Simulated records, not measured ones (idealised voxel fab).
Documented hereafter: the process module known as voxel ribs on slabs.
Section cut is 155 nm wide and gridded with 5 nm square cells.
Bands, listed from the top down, are how a cross-section gets written in this document; the cross-section itself is a grid of square cells, and a band is one or more rows of them. The band entry comprises the height of the band's top followed by the height of its bottom, expressed in nm, and subsequently the band's materials from left to right, each stated together with its width in nm. Where a single material is marked with the word "full width", that material fills the band from edge to edge. The word "blank" represents empty space. Height 0 is the level under which the wafer as received is all one material. The lowest band goes on downwards, as in "0..down". Per-row width for "30 to 40": begins at first number (top row of band), ends at second number (bottom row), increment between rows held constant. Step note "remains unaltered" = no cross-section cell changed. So "Fully sealed voids" is basically the list of trapped voids: any empty space of 8 cells or more that can't reach the top through an opening. They're written width x height at distance, the distance being from the left edge, and it's all nm. Whatever follows a step's settings on its line is a remark the simulator itself makes about that step. overlay nm: how far to the right of its planned place the mask lay on this masked step (negative: to the left).
Process steps foreseen in the plan
1 RECEIVE,material Si
2 DIRECTIONAL_DEP,material SiO2,thk nm 20
3 DIRECTIONAL_DEP,material polySi,thk nm 25
4 PATTERN,tone cover,mask id RIB,material resist,width nm 25,thk nm 15,overlay nm 0
5 DIRECTIONAL_ETCH,etch materials polySi,depth nm 5
6 STRIP,etch materials resist
7 MASKED_ETCH,tone cover,mask id SLAB,width nm 85,etch materials polySi,depth nm 20,overlay nm 0
8 FILL_DEP,material SiO2,thk nm 30
9 CMP,height nm 65
10 DIRECTIONAL_DEP,material TiN,thk nm 10
11 DIRECTIONAL_DEP,material aC,thk nm 10
12 PATTERN,tone cover,mask id HEATER,material resist,width nm 25,thk nm 30,overlay nm 0
13 DIRECTIONAL_ETCH,etch materials aC,depth nm 10
14 STRIP,etch materials resist
15 DIRECTIONAL_ETCH,etch materials TiN,depth nm 10
16 STRIP,etch materials aC
17 CONFORMAL_DEP,material SiN,thk nm 10
Variable across wafers: step 12 width nm (plan value is that of the first wafer; starting state common to all).
Cross-section: the first of several wafers in its as-received state, i.e. following step 1
0..down: Si full width
Fully sealed voids: none
each wafer at the end: cells of each material gained (+) or lost (-) since it was received, then its closed voids
width nm 25 | +70 SiN | +330 SiO2 | +10 TiN | +73 polySi | Fully sealed voids: none
width nm 30 | +70 SiN | +330 SiO2 | +12 TiN | +73 polySi | Fully sealed voids: none
width nm 35 | +70 SiN | +330 SiO2 | +14 TiN | +73 polySi | Fully sealed voids: none
width nm 40 | +70 SiN | +330 SiO2 | +16 TiN | +73 polySi | Fully sealed voids: none
width nm 45 | +70 SiN | +330 SiO2 | +18 TiN | +73 polySi | Fully sealed voids: none
width nm 50 | +70 SiN | +330 SiO2 | +20 TiN | +73 polySi | Fully sealed voids: none
